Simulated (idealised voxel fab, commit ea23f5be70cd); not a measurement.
Name of the process module below: voxel fin reveal
In the cross-section labelled cut, the width is 185 nm and each square cell is 5 nm.
This document writes a cross-section as a grid whose cells are square, and gives it as bands, listed from the top down; one or more rows of cells form a band. Read a band's entry like this: the first values are the height of its top and the height of its bottom in nm, and what follows is the sequence of materials from left to right, each with its width in nm. Note that "blank" is empty space, and that a single material marked "throughout" reaches across the band from edge to edge. Height reference: 0 = level under which incoming wafer is all one material. Lowest band: no bottom, runs on downward, e.g. "0 nm and below". Read "30->40" as a graded width: first number on top, second number at the bottom, same change between each pair of neighbouring rows. Reading "remains unaltered" for a step: not a cell of the cross-section changed in it. Sealed-off cavities: empty space of 8 cells or more with no open way to the top, each as width x height at its distance from the left edge, in nm. That trailing text on a step's line, after the settings, is the simulator's own remark on the step. When a step includes a mask, the "overlay nm" setting on its line states how far to the right of its planned place that mask lay, and negative values state how far to the left.
# So here's the lineup of process steps we planned
1: RECEIVE with material Si
2: CONFORMAL_DEP with material SiN, thk nm 10
3: MASKED_ETCH with tone cover, mask id FINS, width nm 15, pitch nm 35, etch materials SiN, depth nm 10, overlay nm 0
4: MASKED_ETCH with tone cover, mask id FINS, width nm 15, pitch nm 35, etch materials Si, depth nm 40, overlay nm 0
5: FILL_DEP with material SiO2, thk nm 5
6: CMP with height nm 10
7: SELECTIVE_ETCH with etch materials SiO2, depth nm 30
8: STRIP with etch materials SiN
9: CONFORMAL_DEP with material HfO2, thk nm 5
# This is the cross-section of the wafer as we received it, i.e. after step 1
  0 nm and below: Si throughout
  Sealed-off cavities: none
# The first of the two wafers as seen in cross-section once the module was finished; processing followed the plan
  5 nm to 0 nm: 60 nm blank  25 nm HfO2  10 nm blank  25 nm HfO2  65 nm blank
  0 nm to -15 nm: 60 nm blank  5 nm HfO2  15 nm Si  5 nm HfO2  10 nm blank  5 nm HfO2  15 nm Si  5 nm HfO2  65 nm blank
  -15 nm to -20 nm: 65 nm HfO2  15 nm Si  20 nm HfO2  15 nm Si  70 nm HfO2
  -20 nm to -40 nm: 65 nm SiO2  15 nm Si  20 nm SiO2  15 nm Si  70 nm SiO2
  -40 nm and below: Si throughout
  Sealed-off cavities: none
# second wafer at the end: like start, like plan, one mistake
  5 nm to 0 nm: 60 nm blank  25 nm HfO2  10 nm blank  25 nm HfO2  65 nm blank
  0 nm to -15 nm: 60 nm blank  5 nm HfO2  15 nm Si  5 nm HfO2  10 nm blank  5 nm HfO2  15 nm Si  5 nm HfO2  65 nm blank
  -15 nm to -20 nm: 40 nm HfO2  20 nm blank  5 nm HfO2  15 nm Si  5 nm HfO2  10 nm blank  5 nm HfO2  15 nm Si  5 nm HfO2  20 nm blank  45 nm HfO2
  -20 nm to -25 nm: 35 nm SiO2  5 nm HfO2  20 nm blank  5 nm HfO2  15 nm Si  5 nm HfO2  10 nm blank  5 nm HfO2  15 nm Si  5 nm HfO2  20 nm blank  5 nm HfO2  40 nm SiO2
  -25 nm to -30 nm: 35 nm SiO2  30 nm HfO2  15 nm Si  20 nm HfO2  15 nm Si  30 nm HfO2  40 nm SiO2
  -30 nm to -40 nm: 65 nm SiO2  15 nm Si  20 nm SiO2  15 nm Si  70 nm SiO2
  -40 nm and below: Si throughout
  Sealed-off cavities: none
Deviation noted in wafer processing: steps 7 and 8 run out of order (swapped)
Materials where the second wafer ends with more or fewer cells than the first: +12 HfO2; -32 SiO2
